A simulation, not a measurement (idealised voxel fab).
Process module, titled voxel double patterning
Each square cell in cross-section cut measures 5 nm, and the section as a whole is 240 nm wide.
In what follows, cross-sections appear as grids of square cells, described through bands that run from the top down, where every band is one or more rows of cells.
Heads up on the band format: heights come first, top then bottom, in nm. After that it's the materials left to right, each with its width in nm. A single material flagged "edge to edge" fills the whole band edge to edge, and "blank" means there's empty space there.
The reference from which all heights are counted is 0, the level beneath which the as-received wafer is entirely one material; the lowest band, having no lower bound, proceeds downward and is written after the example "z 0 and below".
Graded width ("30->40"): value in top row of band = first number; value in bottom row = second number; row-to-row change constant.
"no alterations made" for a step: no cell of the cross-section changed in that step.
Enclosed voids (no open way to top), threshold 8 cells or more, entry "Sealed void list", notation width x height at distance, distance from left edge, nm.
The remark found on a step's line after its settings is issued by the simulator itself and pertains to that step.
If you see "overlay nm" on a step's line and that step has a mask, it's telling you how far right of where it was planned the mask ended up; a negative number means it went left instead.
[The planned process steps are enumerated hereunder]
1,RECEIVE (material Si)
2,CONFORMAL_DEP (material SiN; thk nm 5)
3,DIRECTIONAL_DEP (material SiO2; thk nm 10)
4,DIRECTIONAL_DEP (material SiCN; thk nm 10)
5,PATTERN (tone open; mask id FIRST; material resist; width nm 15; pitch nm 50; thk nm 15; overlay nm 0)
6,DIRECTIONAL_ETCH (etch materials SiCN; depth nm 10)
7,STRIP (etch materials resist)
8,MASKED_ETCH (tone open; mask id SECOND; width nm 15; pitch nm 50; etch materials SiCN; depth nm 10; overlay nm 0)
9,DIRECTIONAL_ETCH (etch materials SiO2; depth nm 10)
10,STRIP (etch materials SiCN)
[This is the cross-section of the wafer as we received it, i.e. after step 1]
  z 0 and below = Si edge to edge
  Sealed void list: none
[First of two wafers, end-of-module section, run followed plan]
  z 15 to 5 = SiO2: 60, then blank: 15, then SiO2: 10, then blank: 15, then SiO2: 10, then blank: 15, then SiO2: 10, then blank: 15, then SiO2: 10, then blank: 15, then SiO2: 65
  z 5 to 0 = SiN edge to edge
  z 0 and below = Si edge to edge
  Sealed void list: none
[Same start, same plan as the first wafer - but one mistake in the run. Cross-section of the second of the two at the end of the module]
  z 25 to 15 = SiCN: 60, then blank: 15, then SiCN: 10, then blank: 15, then SiCN: 10, then blank: 15, then SiCN: 10, then blank: 15, then SiCN: 10, then blank: 15, then SiCN: 65
  z 15 to 5 = SiO2: 60, then blank: 15, then SiO2: 10, then blank: 15, then SiO2: 10, then blank: 15, then SiO2: 10, then blank: 15, then SiO2: 10, then blank: 15, then SiO2: 65
  z 5 to 0 = SiN edge to edge
  z 0 and below = Si edge to edge
  Sealed void list: none
Nonconformance to the process plan: it should be noted that step 10 of the plan was omitted and was not performed
Final tally in cells, some materials are higher or lower on the second wafer than on the first: SiCN +66
